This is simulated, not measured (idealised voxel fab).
process module | voxel fin reveal
We display cut, a cross-section 290 nm in width whose square cells are each 5 nm.
A cross-section is written here as square cells arranged in a grid, and it is given in bands from the top down, each band taking up one or more rows of cells.
Band entry format. Leading values: height of top, height of bottom, nm. Remainder: materials in left-to-right order, each with its width in nm. Special words: "all across" on a single material, which then fills the band edge to edge; "air", empty space.
We count height from 0. Below that, the starting wafer is all one material. The lowest band never ends at the bottom but goes on down; see "0 -> down" for how that is written.
Quick explanation for "30..40": the width changes in equal steps down the rows of cells, from the first number in the band's top row to the second number in its bottom row.
"nothing got changed" means the step left every cell of the cross-section as it was.
The entry "Closed internal voids" lists the empty spaces that cover at least 8 cells and have no open path to the top. Each is written as width x height at distance, where the distance is measured from the left edge and all three values are in nm.
Read whatever lies past the settings on a step's line as the simulator's own remark about the step.
overlay nm: where the mask lay relative to plan, measured to the right, on steps with a mask; negatives go left.
Planned step list for the process:
- 1: op RECEIVE | material Si
- 2: op CONFORMAL_DEP | material SiN | thk nm 5
- 3: op MASKED_ETCH | tone cover | mask id FINS | width nm 15 | pitch nm 45 | etch materials SiN | depth nm 5 | overlay nm 0
- 4: op MASKED_ETCH | tone cover | mask id FINS | width nm 15 | pitch nm 45 | etch materials Si | depth nm 40 | overlay nm 0
- 5: op FILL_DEP | material SiO2 | thk nm 10
- 6: op CMP | height nm 5
- 7: op SELECTIVE_ETCH | etch materials SiO2 | depth nm 20
- 8: op STRIP | etch materials SiN
- 9: op CONFORMAL_DEP | material HfO2 | thk nm 5
Concerning the first of two wafers, which was run in accordance with the plan:
Step 1 complete: cross-section of the wafer as received:
> 0 -> down  Si all across
> Closed internal voids: none
Take a look at the wafer's cross-section after step 2:
> 5 -> 0  SiN all across
> Heights below 0 show no change.
Take a look at the wafer's cross-section after step 3:
> 5 -> 0  air 70, SiN 15, air 30, SiN 15, air 30, SiN 15, air 30, SiN 15, air 70
> Heights below 0 show no change.
Take a look at the wafer's cross-section after step 4:
> 5 -> 0  air 70, SiN 15, air 30, SiN 15, air 30, SiN 15, air 30, SiN 15, air 70
> 0 -> -40  air 70, Si 15, air 30, Si 15, air 30, Si 15, air 30, Si 15, air 70
> Heights below -40 show no change.
Take a look at the wafer's cross-section after step 5:
> 15 -> 5  SiO2 all across
> 5 -> 0  SiO2 70, SiN 15, SiO2 30, SiN 15, SiO2 30, SiN 15, SiO2 30, SiN 15, SiO2 70
> 0 -> -40  SiO2 70, Si 15, SiO2 30, Si 15, SiO2 30, Si 15, SiO2 30, Si 15, SiO2 70
> Heights below -40 show no change.
Take a look at the wafer's cross-section after step 6:
> 5 -> 0  SiO2 70, SiN 15, SiO2 30, SiN 15, SiO2 30, SiN 15, SiO2 30, SiN 15, SiO2 70
> Heights below 0 show no change.
Take a look at the wafer's cross-section after step 7:
> 5 -> 0  air 70, SiN 15, air 30, SiN 15, air 30, SiN 15, air 30, SiN 15, air 70
> 0 -> -15  air 70, Si 15, air 30, Si 15, air 30, Si 15, air 30, Si 15, air 70
> Heights below -15 show no change.
Take a look at the wafer's cross-section after step 8:
> 0 -> -15  air 70, Si 15, air 30, Si 15, air 30, Si 15, air 30, Si 15, air 70
> Heights below -15 show no change.
Take a look at the wafer's cross-section after step 9:
> 5 -> 0  air 65, HfO2 25, air 20, HfO2 25, air 20, HfO2 25, air 20, HfO2 25, air 65
> 0 -> -10  air 65, HfO2 5, Si 15, HfO2 5, air 20, HfO2 5, Si 15, HfO2 5, air 20, HfO2 5, Si 15, HfO2 5, air 20, HfO2 5, Si 15, HfO2 5, air 65
> -10 -> -15  HfO2 70, Si 15, HfO2 30, Si 15, HfO2 30, Si 15, HfO2 30, Si 15, HfO2 70
> Heights below -15 show no change.
Second wafer. Start and plan as for the first. One mistake made in running. Agrees with the first up to and including step 6:
X-section, second wafer, when step 7 was due to finish:
> 5 -> 0  SiO2 70, air 15, SiO2 30, air 15, SiO2 30, air 15, SiO2 30, air 15, SiO2 70
> Heights below 0 show no change.
X-section, second wafer, when step 8 was due to finish:
> 0 -> -15  air 70, Si 15, air 30, Si 15, air 30, Si 15, air 30, Si 15, air 70
> -15 -> -20  SiO2 50, air 20, Si 15, air 30, Si 15, air 30, Si 15, air 30, Si 15, air 20, SiO2 50
> Heights below -20 show no change.
X-section, second wafer, when step 9 was due to finish:
> 5 -> 0  air 65, HfO2 25, air 20, HfO2 25, air 20, HfO2 25, air 20, HfO2 25, air 65
> 0 -> -10  air 65, HfO2 5, Si 15, HfO2 5, air 20, HfO2 5, Si 15, HfO2 5, air 20, HfO2 5, Si 15, HfO2 5, air 20, HfO2 5, Si 15, HfO2 5, air 65
> -10 -> -15  HfO2 55, air 10, HfO2 5, Si 15, HfO2 5, air 20, HfO2 5, Si 15, HfO2 5, air 20, HfO2 5, Si 15, HfO2 5, air 20, HfO2 5, Si 15, HfO2 5, air 10, HfO2 55
> -15 -> -20  SiO2 50, HfO2 20, Si 15, HfO2 30, Si 15, HfO2 30, Si 15, HfO2 30, Si 15, HfO2 20, SiO2 50
> Heights below -20 show no change.
What was the processing mistake? steps 7 and 8 traded places in the executed sequence
Upon completion, the second wafer contains, in terms of cells, a greater or smaller amount of certain materials than the first wafer: 10 more of HfO2; 26 fewer of SiO2
